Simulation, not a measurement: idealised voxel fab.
Module name: voxel trench capacitor (process module)
Cross-section cut spans 245 nm and uses square cells 5 nm in size.
Notation: cross-section as square-cell grid; stated in bands, top first, going down; one or more cell rows per band. It is stipulated that each band's entry specify, in nanometres, the height of the top of the band and then that of its bottom, followed by the materials of the band in left-to-right sequence, each together with its width in nanometres. A single material marked by the word "all across" is understood to fill the band from edge to edge; the word "blank" is understood to denote empty space. Heights are measured from 0, the level below which the as-received wafer is all one material; the lowest band has no bottom and continues downward, written as in "0 and below". A width given as "30..40" starts at the first number in the band's top row and ends at the second number in its bottom row, shifting by an equal amount at every step from row to row. The cross-section has no changed cell in any step marked "nothing was modified". If an empty space has no open way to the top and is at least 8 cells in size, "Voids, sealed" lists it, written width x height at distance, where distance is measured from the left edge and every value is in nm. Where a step's line continues beyond its settings, the continuation is a remark by the simulator itself on that step. overlay nm: for a step with a mask, the amount by which the mask lay right of where it was planned; a negative amount means left of it.
### This section lists the process steps that were planned
step 1: RECEIVE (material Si)
step 2: CONFORMAL_DEP (material SiN; thk nm 10)
step 3: DIRECTIONAL_DEP (material aC; thk nm 10)
step 4: PATTERN (tone open; mask id TRENCH; material resist; width nm 25; pitch nm 45; thk nm 25; overlay nm 0)
step 5: DIRECTIONAL_ETCH (etch materials aC; depth nm 10)
step 6: STRIP (etch materials resist)
step 7: DIRECTIONAL_ETCH (etch materials SiN; depth nm 10)
step 8: DIRECTIONAL_ETCH (etch materials Si; depth nm 35)
step 9: STRIP (etch materials aC)
step 10: CONFORMAL_DEP (material Al2O3; thk nm 5)
step 11: CONFORMAL_DEP (material TiN; thk nm 5)
step 12: FILL_DEP (material W; thk nm 10)
step 13: CMP (height nm 10)
### Concerning the first of two wafers, which was run in accordance with the plan
### Wafer cross-section on receipt, i.e. after step 1
  0 and below: Si all across
  Voids, sealed: none
### Step 2 complete: cross-section through the wafer
  10 down to 0: SiN all across
  Rest of section, below 0: as before.
### Step 3 complete: cross-section through the wafer
  20 down to 10: aC all across
  Rest of section, below 10: as before.
### Step 4 complete: cross-section through the wafer
  45 down to 20: 85 of resist, 25 of blank, 20 of resist, 25 of blank, 90 of resist
  Rest of section, below 20: as before.
### Step 5 complete: cross-section through the wafer
  35 down to 20: 85 of resist, 25 of blank, 20 of resist, 25 of blank, 90 of resist
  20 down to 10: 85 of aC, 25 of blank, 20 of aC, 25 of blank, 90 of aC
  Rest of section, below 10: as before.
### Step 6 complete: cross-section through the wafer
  20 down to 10: 85 of aC, 25 of blank, 20 of aC, 25 of blank, 90 of aC
  Rest of section, below 10: as before.
### Step 7 complete: cross-section through the wafer
  20 down to 10: 85 of aC, 25 of blank, 20 of aC, 25 of blank, 90 of aC
  10 down to 0: 85 of SiN, 25 of blank, 20 of SiN, 25 of blank, 90 of SiN
  Rest of section, below 0: as before.
### Step 8 complete: cross-section through the wafer
  20 down to 10: 85 of aC, 25 of blank, 20 of aC, 25 of blank, 90 of aC
  10 down to 0: 85 of SiN, 25 of blank, 20 of SiN, 25 of blank, 90 of SiN
  0 down to -35: 85 of Si, 25 of blank, 20 of Si, 25 of blank, 90 of Si
  Rest of section, below -35: as before.
### Step 9 complete: cross-section through the wafer
  10 down to 0: 85 of SiN, 25 of blank, 20 of SiN, 25 of blank, 90 of SiN
  Rest of section, below 0: as before.
### Step 10 complete: cross-section through the wafer
  15 down to 10: 90 of Al2O3, 15 of blank, 30 of Al2O3, 15 of blank, 95 of Al2O3
  10 down to 0: 85 of SiN, 5 of Al2O3, 15 of blank, 5 of Al2O3, 20 of SiN, 5 of Al2O3, 15 of blank, 5 of Al2O3, 90 of SiN
  0 down to -30: 85 of Si, 5 of Al2O3, 15 of blank, 5 of Al2O3, 20 of Si, 5 of Al2O3, 15 of blank, 5 of Al2O3, 90 of Si
  -30 down to -35: 85 of Si, 25 of Al2O3, 20 of Si, 25 of Al2O3, 90 of Si
  Rest of section, below -35: as before.
### Step 11 complete: cross-section through the wafer
  20 down to 15: 95 of TiN, 5 of blank, 40 of TiN, 5 of blank, 100 of TiN
  15 down to 10: 90 of Al2O3, 5 of TiN, 5 of blank, 5 of TiN, 30 of Al2O3, 5 of TiN, 5 of blank, 5 of TiN, 95 of Al2O3
  10 down to 0: 85 of SiN, 5 of Al2O3, 5 of TiN, 5 of blank, 5 of TiN, 5 of Al2O3, 20 of SiN, 5 of Al2O3, 5 of TiN, 5 of blank, 5 of TiN, 5 of Al2O3, 90 of SiN
  0 down to -25: 85 of Si, 5 of Al2O3, 5 of TiN, 5 of blank, 5 of TiN, 5 of Al2O3, 20 of Si, 5 of Al2O3, 5 of TiN, 5 of blank, 5 of TiN, 5 of Al2O3, 90 of Si
  -25 down to -30: 85 of Si, 5 of Al2O3, 15 of TiN, 5 of Al2O3, 20 of Si, 5 of Al2O3, 15 of TiN, 5 of Al2O3, 90 of Si
  Rest of section, below -30: as before.
### Step 12 complete: cross-section through the wafer
  30 down to 20: W all across
  20 down to 15: 95 of TiN, 5 of W, 40 of TiN, 5 of W, 100 of TiN
  15 down to 10: 90 of Al2O3, 5 of TiN, 5 of W, 5 of TiN, 30 of Al2O3, 5 of TiN, 5 of W, 5 of TiN, 95 of Al2O3
  10 down to 0: 85 of SiN, 5 of Al2O3, 5 of TiN, 5 of W, 5 of TiN, 5 of Al2O3, 20 of SiN, 5 of Al2O3, 5 of TiN, 5 of W, 5 of TiN, 5 of Al2O3, 90 of SiN
  0 down to -25: 85 of Si, 5 of Al2O3, 5 of TiN, 5 of W, 5 of TiN, 5 of Al2O3, 20 of Si, 5 of Al2O3, 5 of TiN, 5 of W, 5 of TiN, 5 of Al2O3, 90 of Si
  Rest of section, below -25: as before.
### Step 13 complete: cross-section through the wafer
  10 down to 0: 85 of SiN, 5 of Al2O3, 5 of TiN, 5 of W, 5 of TiN, 5 of Al2O3, 20 of SiN, 5 of Al2O3, 5 of TiN, 5 of W, 5 of TiN, 5 of Al2O3, 90 of SiN
  Rest of section, below 0: as before.
### Okay, second wafer. Nothing different at the start, nothing different in the plan, just one mistake somewhere in the running. As far as step 9, counting that step, it's the first wafer all over again
### Cross-sectional representation of the second wafer at the time designated in the plan for the completion of step 10
  15 down to 10: 90 of W, 15 of blank, 30 of W, 15 of blank, 95 of W
  10 down to 0: 85 of SiN, 5 of W, 15 of blank, 5 of W, 20 of SiN, 5 of W, 15 of blank, 5 of W, 90 of SiN
  0 down to -30: 85 of Si, 5 of W, 15 of blank, 5 of W, 20 of Si, 5 of W, 15 of blank, 5 of W, 90 of Si
  -30 down to -35: 85 of Si, 25 of W, 20 of Si, 25 of W, 90 of Si
  Rest of section, below -35: as before.
### Cross-sectional representation of the second wafer at the time designated in the plan for the completion of step 11
  20 down to 15: 95 of TiN, 5 of blank, 40 of TiN, 5 of blank, 100 of TiN
  15 down to 10: 90 of W, 5 of TiN, 5 of blank, 5 of TiN, 30 of W, 5 of TiN, 5 of blank, 5 of TiN, 95 of W
  10 down to 0: 85 of SiN, 5 of W, 5 of TiN, 5 of blank, 5 of TiN, 5 of W, 20 of SiN, 5 of W, 5 of TiN, 5 of blank, 5 of TiN, 5 of W, 90 of SiN
  0 down to -25: 85 of Si, 5 of W, 5 of TiN, 5 of blank, 5 of TiN, 5 of W, 20 of Si, 5 of W, 5 of TiN, 5 of blank, 5 of TiN, 5 of W, 90 of Si
  -25 down to -30: 85 of Si, 5 of W, 15 of TiN, 5 of W, 20 of Si, 5 of W, 15 of TiN, 5 of W, 90 of Si
  Rest of section, below -30: as before.
### Cross-sectional representation of the second wafer at the time designated in the plan for the completion of step 12
  30 down to 20: W all across
  20 down to 15: 95 of TiN, 5 of W, 40 of TiN, 5 of W, 100 of TiN
  15 down to 10: 90 of W, 5 of TiN, 5 of W, 5 of TiN, 30 of W, 5 of TiN, 5 of W, 5 of TiN, 95 of W
  10 down to 0: 85 of SiN, 5 of W, 5 of TiN, 5 of W, 5 of TiN, 5 of W, 20 of SiN, 5 of W, 5 of TiN, 5 of W, 5 of TiN, 5 of W, 90 of SiN
  0 down to -25: 85 of Si, 5 of W, 5 of TiN, 5 of W, 5 of TiN, 5 of W, 20 of Si, 5 of W, 5 of TiN, 5 of W, 5 of TiN, 5 of W, 90 of Si
  Rest of section, below -25: as before.
### Cross-sectional representation of the second wafer at the time designated in the plan for the completion of step 13
  10 down to 0: 85 of SiN, 5 of W, 5 of TiN, 5 of W, 5 of TiN, 5 of W, 20 of SiN, 5 of W, 5 of TiN, 5 of W, 5 of TiN, 5 of W, 90 of SiN
  Rest of section, below 0: as before.
what went wrong: step 10 ran as: CONFORMAL_DEP (material W; thk nm 5)
Final difference in cells, second wafer against first, listed per material as more or fewer: Al2O3: 42 fewer | W: 42 more
